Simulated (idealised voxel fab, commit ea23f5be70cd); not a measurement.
process module | voxel gate over fins
FYI the section here is cut, 260 nm wide, cells are 5 nm squares.
When this document writes out a cross-section, it uses a grid of square cells and lists it as bands, beginning at the top and moving down, with a band standing for one or more rows of cells. The band entry comprises the height of the band's top followed by the height of its bottom, expressed in nm, and subsequently the band's materials from left to right, each stated together with its width in nm. Where a single material is marked with the word "all across", that material fills the band from edge to edge. The word "empty" represents empty space. The reference from which all heights are counted is 0, the level beneath which the as-received wafer is entirely one material; the lowest band, having no lower bound, proceeds downward and is written after the example "0 down". Per-row width for "30..40": begins at first number (top row of band), ends at second number (bottom row), increment between rows held constant. "no alterations made" for a step: no cell of the cross-section changed in that step. Listed in "Enclosed empty spaces": every empty space of 8 or more cells without an open way to the top. Form: width x height at distance, the distance being from the left edge, all in nm. Where a step's line continues beyond its settings, the continuation is a remark by the simulator itself on that step. overlay nm: right-of-plan distance of the mask on a masked step; negative values mean left-of-plan.

The process steps that were planned are listed below
1. RECEIVE: material Si
2. CONFORMAL_DEP: material SiN, thk nm 5
3. DIRECTIONAL_DEP: material aC, thk nm 15
4. PATTERN: tone cover, mask id FINS, material resist, width nm 15, pitch nm 40, thk nm 30, overlay nm 0
5. DIRECTIONAL_ETCH: etch materials aC, depth nm 15
6. STRIP: etch materials resist
7. DIRECTIONAL_ETCH: etch materials SiN, depth nm 5
8. DIRECTIONAL_ETCH: etch materials Si, depth nm 35
9. STRIP: etch materials aC
10. OXIDIZE: depth nm 5
11. FILL_DEP: material SiO2, thk nm 10
12. CMP: height nm 5
13. SELECTIVE_ETCH: etch materials SiO2, depth nm 15
14. STRIP: etch materials SiN
15. CONFORMAL_DEP: material HfO2, thk nm 5
16. CONFORMAL_DEP: material TiN, thk nm 5
17. FILL_DEP: material W, thk nm 15
18. CMP: height nm 20
19. CONFORMAL_DEP: material SiCN, thk nm 10

What follows covers the first of two wafers; it ran as planned

Step 1 complete: cross-section of the wafer as received
0 down: Si all across
Enclosed empty spaces: none

After step 2: wafer cross-section
5 to 0: SiN all across
Everything under 0 stays put, no change at all.

After step 3: wafer cross-section
20 to 5: aC all across
Everything under 5 stays put, no change at all.

After step 4: wafer cross-section
50 to 20: empty=60, then resist=15, then empty=25, then resist=15, then empty=25, then resist=15, then empty=25, then resist=15, then empty=65
Everything under 20 stays put, no change at all.

After step 5: wafer cross-section
35 to 20: empty=60, then resist=15, then empty=25, then resist=15, then empty=25, then resist=15, then empty=25, then resist=15, then empty=65
20 to 5: empty=60, then aC=15, then empty=25, then aC=15, then empty=25, then aC=15, then empty=25, then aC=15, then empty=65
Everything under 5 stays put, no change at all.

After step 6: wafer cross-section
20 to 5: empty=60, then aC=15, then empty=25, then aC=15, then empty=25, then aC=15, then empty=25, then aC=15, then empty=65
Everything under 5 stays put, no change at all.

After step 7: wafer cross-section
20 to 5: empty=60, then aC=15, then empty=25, then aC=15, then empty=25, then aC=15, then empty=25, then aC=15, then empty=65
5 to 0: empty=60, then SiN=15, then empty=25, then SiN=15, then empty=25, then SiN=15, then empty=25, then SiN=15, then empty=65
Everything under 0 stays put, no change at all.

After step 8: wafer cross-section
20 to 5: empty=60, then aC=15, then empty=25, then aC=15, then empty=25, then aC=15, then empty=25, then aC=15, then empty=65
5 to 0: empty=60, then SiN=15, then empty=25, then SiN=15, then empty=25, then SiN=15, then empty=25, then SiN=15, then empty=65
0 to -35: empty=60, then Si=15, then empty=25, then Si=15, then empty=25, then Si=15, then empty=25, then Si=15, then empty=65
Everything under -35 stays put, no change at all.

After step 9: wafer cross-section
5 to 0: empty=60, then SiN=15, then empty=25, then SiN=15, then empty=25, then SiN=15, then empty=25, then SiN=15, then empty=65
Everything under 0 stays put, no change at all.

After step 10: wafer cross-section
5 to 0: empty=60, then SiN=15, then empty=25, then SiN=15, then empty=25, then SiN=15, then empty=25, then SiN=15, then empty=65
0 to -35: empty=60, then SiO2=5, then Si=5, then SiO2=5, then empty=25, then SiO2=5, then Si=5, then SiO2=5, then empty=25, then SiO2=5, then Si=5, then SiO2=5, then empty=25, then SiO2=5, then Si=5, then SiO2=5, then empty=65
-35 to -40: SiO2=65, then Si=5, then SiO2=35, then Si=5, then SiO2=35, then Si=5, then SiO2=35, then Si=5, then SiO2=70
Everything under -40 stays put, no change at all.

After step 11: wafer cross-section
15 to 5: SiO2 all across
5 to 0: SiO2=60, then SiN=15, then SiO2=25, then SiN=15, then SiO2=25, then SiN=15, then SiO2=25, then SiN=15, then SiO2=65
0 to -40: SiO2=65, then Si=5, then SiO2=35, then Si=5, then SiO2=35, then Si=5, then SiO2=35, then Si=5, then SiO2=70
Everything under -40 stays put, no change at all.

After step 12: wafer cross-section
5 to 0: SiO2=60, then SiN=15, then SiO2=25, then SiN=15, then SiO2=25, then SiN=15, then SiO2=25, then SiN=15, then SiO2=65
Everything under 0 stays put, no change at all.

After step 13: wafer cross-section
5 to 0: empty=60, then SiN=15, then empty=25, then SiN=15, then empty=25, then SiN=15, then empty=25, then SiN=15, then empty=65
0 to -10: empty=65, then Si=5, then empty=35, then Si=5, then empty=35, then Si=5, then empty=35, then Si=5, then empty=70
Everything under -10 stays put, no change at all.

After step 14: wafer cross-section
0 to -10: empty=65, then Si=5, then empty=35, then Si=5, then empty=35, then Si=5, then empty=35, then Si=5, then empty=70
Everything under -10 stays put, no change at all.

After step 15: wafer cross-section
5 to 0: empty=60, then HfO2=15, then empty=25, then HfO2=15, then empty=25, then HfO2=15, then empty=25, then HfO2=15, then empty=65
0 to -5: empty=60, then HfO2=5, then Si=5, then HfO2=5, then empty=25, then HfO2=5, then Si=5, then HfO2=5, then empty=25, then HfO2=5, then Si=5, then HfO2=5, then empty=25, then HfO2=5, then Si=5, then HfO2=5, then empty=65
-5 to -10: HfO2=65, then Si=5, then HfO2=35, then Si=5, then HfO2=35, then Si=5, then HfO2=35, then Si=5, then HfO2=70
Everything under -10 stays put, no change at all.

After step 16: wafer cross-section
10 to 5: empty=55, then TiN=25, then empty=15, then TiN=25, then empty=15, then TiN=25, then empty=15, then TiN=25, then empty=60
5 to 0: empty=55, then TiN=5, then HfO2=15, then TiN=5, then empty=15, then TiN=5, then HfO2=15, then TiN=5, then empty=15, then TiN=5, then HfO2=15, then TiN=5, then empty=15, then TiN=5, then HfO2=15, then TiN=5, then empty=60
0 to -5: TiN=60, then HfO2=5, then Si=5, then HfO2=5, then TiN=25, then HfO2=5, then Si=5, then HfO2=5, then TiN=25, then HfO2=5, then Si=5, then HfO2=5, then TiN=25, then HfO2=5, then Si=5, then HfO2=5, then TiN=65
Everything under -5 stays put, no change at all.

After step 17: wafer cross-section
25 to 10: W all across
10 to 5: W=55, then TiN=25, then W=15, then TiN=25, then W=15, then TiN=25, then W=15, then TiN=25, then W=60
5 to 0: W=55, then TiN=5, then HfO2=15, then TiN=5, then W=15, then TiN=5, then HfO2=15, then TiN=5, then W=15, then TiN=5, then HfO2=15, then TiN=5, then W=15, then TiN=5, then HfO2=15, then TiN=5, then W=60
Everything under 0 stays put, no change at all.

After step 18: wafer cross-section
20 to 10: W all across
Everything under 10 stays put, no change at all.

After step 19: wafer cross-section
30 to 20: SiCN all across
Everything under 20 stays put, no change at all.

The Second Wafer: Common Origin and Plan, One Mistake in Execution, Identical to the First Through Step 12

The second wafer in cross-section, at the planned close of step 13
5 to 0: empty=60, then SiN=15, then empty=25, then SiN=15, then empty=25, then SiN=15, then empty=25, then SiN=15, then empty=65
0 to -25: empty=65, then Si=5, then empty=35, then Si=5, then empty=35, then Si=5, then empty=35, then Si=5, then empty=70
Everything under -25 stays put, no change at all.

The second wafer in cross-section, at the planned close of step 14
0 to -25: empty=65, then Si=5, then empty=35, then Si=5, then empty=35, then Si=5, then empty=35, then Si=5, then empty=70
Everything under -25 stays put, no change at all.

The second wafer in cross-section, at the planned close of step 15
5 to 0: empty=60, then HfO2=15, then empty=25, then HfO2=15, then empty=25, then HfO2=15, then empty=25, then HfO2=15, then empty=65
0 to -20: empty=60, then HfO2=5, then Si=5, then HfO2=5, then empty=25, then HfO2=5, then Si=5, then HfO2=5, then empty=25, then HfO2=5, then Si=5, then HfO2=5, then empty=25, then HfO2=5, then Si=5, then HfO2=5, then empty=65
-20 to -25: HfO2=65, then Si=5, then HfO2=35, then Si=5, then HfO2=35, then Si=5, then HfO2=35, then Si=5, then HfO2=70
Everything under -25 stays put, no change at all.

The second wafer in cross-section, at the planned close of step 16
10 to 5: empty=55, then TiN=25, then empty=15, then TiN=25, then empty=15, then TiN=25, then empty=15, then TiN=25, then empty=60
5 to 0: empty=55, then TiN=5, then HfO2=15, then TiN=5, then empty=15, then TiN=5, then HfO2=15, then TiN=5, then empty=15, then TiN=5, then HfO2=15, then TiN=5, then empty=15, then TiN=5, then HfO2=15, then TiN=5, then empty=60
0 to -15: empty=55, then TiN=5, then HfO2=5, then Si=5, then HfO2=5, then TiN=5, then empty=15, then TiN=5, then HfO2=5, then Si=5, then HfO2=5, then TiN=5, then empty=15, then TiN=5, then HfO2=5, then Si=5, then HfO2=5, then TiN=5, then empty=15, then TiN=5, then HfO2=5, then Si=5, then HfO2=5, then TiN=5, then empty=60
-15 to -20: TiN=60, then HfO2=5, then Si=5, then HfO2=5, then TiN=25, then HfO2=5, then Si=5, then HfO2=5, then TiN=25, then HfO2=5, then Si=5, then HfO2=5, then TiN=25, then HfO2=5, then Si=5, then HfO2=5, then TiN=65
Everything under -20 stays put, no change at all.

The second wafer in cross-section, at the planned close of step 17
25 to 10: W all across
10 to 5: W=55, then TiN=25, then W=15, then TiN=25, then W=15, then TiN=25, then W=15, then TiN=25, then W=60
5 to 0: W=55, then TiN=5, then HfO2=15, then TiN=5, then W=15, then TiN=5, then HfO2=15, then TiN=5, then W=15, then TiN=5, then HfO2=15, then TiN=5, then W=15, then TiN=5, then HfO2=15, then TiN=5, then W=60
0 to -15: W=55, then TiN=5, then HfO2=5, then Si=5, then HfO2=5, then TiN=5, then W=15, then TiN=5, then HfO2=5, then Si=5, then HfO2=5, then TiN=5, then W=15, then TiN=5, then HfO2=5, then Si=5, then HfO2=5, then TiN=5, then W=15, then TiN=5, then HfO2=5, then Si=5, then HfO2=5, then TiN=5, then W=60
Everything under -15 stays put, no change at all.

The second wafer in cross-section, at the planned close of step 18
20 to 10: W all across
Everything under 10 stays put, no change at all.

The second wafer in cross-section, at the planned close of step 19
30 to 20: SiCN all across
Everything under 20 stays put, no change at all.
Diagnosis: step 13 in the plan was executed twice
Per the end-of-run cell counts, the second wafer holds more or fewer of some materials than the first: 24 more of HfO2, 144 fewer of SiO2, 24 more of TiN, 96 more of W
